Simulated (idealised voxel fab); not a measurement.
process module | voxel gate over fins
cross-section cut | 275 nm wide | cells 5 nm
A cross-section is a grid of square cells, given in bands from the top down. A band is one or more rows of cells.
Each band's line starts with the height of the band's top and of its bottom, in nm. Then come its materials from left to right, each with its width in nm. One material with "throughout" fills the band from edge to edge. "air" is empty space.
Height 0 is the level under which the wafer as received is all one material. The lowest band goes on downwards, as in "0 down".
A width such as "30 to 40" changes by the same amount from each row of cells to the next, from the band's top row to its bottom row.
"no change" after a step means that no cell of the cross-section changed.
closed voids: empty space of 8 cells or more with no open way to the top, each as width x height at its distance from the left edge, in nm
after a step's settings: what the simulator itself notes on the step
overlay nm, on a step with a mask: how far to the right of its planned place the mask lay; to the left if negative
plan
1 op RECEIVE | material Si
2 op CONFORMAL_DEP | material SiN | thk nm 10
3 op PATTERN | tone cover | mask id FINS | material resist | width nm 15 | pitch nm 60 | thk nm 15 | overlay nm 0
4 op DIRECTIONAL_ETCH | etch materials SiN | depth nm 10
5 op DIRECTIONAL_ETCH | etch materials Si | depth nm 30
6 op STRIP | etch materials resist
7 op OXIDIZE | depth nm 5
8 op FILL_DEP | material SiO2 | thk nm 5
9 op CMP | height nm 10
10 op MASKED_ETCH | tone open | mask id RAIL | width nm 15 | etch materials SiO2 | depth nm 35 | overlay nm 0
11 op CONFORMAL_DEP | material TiN | thk nm 5
12 op FILL_DEP | material W | thk nm 5
13 op CMP | height nm 10
14 op SELECTIVE_ETCH | etch materials W Ru TiN | depth nm 30
15 op FILL_DEP | material SiO2 | thk nm 5
16 op CMP | height nm 10
17 op SELECTIVE_ETCH | etch materials SiO2 | depth nm 25
18 op STRIP | etch materials SiN
19 op CONFORMAL_DEP | material HfO2 | thk nm 5
20 op CONFORMAL_DEP | material TiN | thk nm 5
21 op CONFORMAL_DEP | material TiAl | thk nm 5
22 op CONFORMAL_DEP | material TiN | thk nm 5
23 op FILL_DEP | material W | thk nm 15
24 op CMP | height nm 30
25 op CONFORMAL_DEP | material SiCN | thk nm 5
varied across the wafers: thk nm of step 20. The plan shows the first wafer's value. All wafers start alike
first wafer as received, after step 1
  0 down: Si throughout
  closed voids: none
each wafer at the end: cells of each material gained (+) or lost (-) since it was received, then its closed voids
thk nm 5 | +73 HfO2 | -364 Si | +55 SiCN | +205 SiO2 | +73 TiAl | +149 TiN | +194 W | closed voids: none
thk nm 10 | +73 HfO2 | -364 Si | +55 SiCN | +205 SiO2 | +73 TiAl | +222 TiN | +121 W | closed voids: none
thk nm 15 | +73 HfO2 | -364 Si | +55 SiCN | +205 SiO2 | +73 TiAl | +289 TiN | +54 W | closed voids: none
thk nm 20 | +73 HfO2 | -364 Si | +55 SiCN | +205 SiO2 | +67 TiAl | +317 TiN | +32 W | closed voids: none
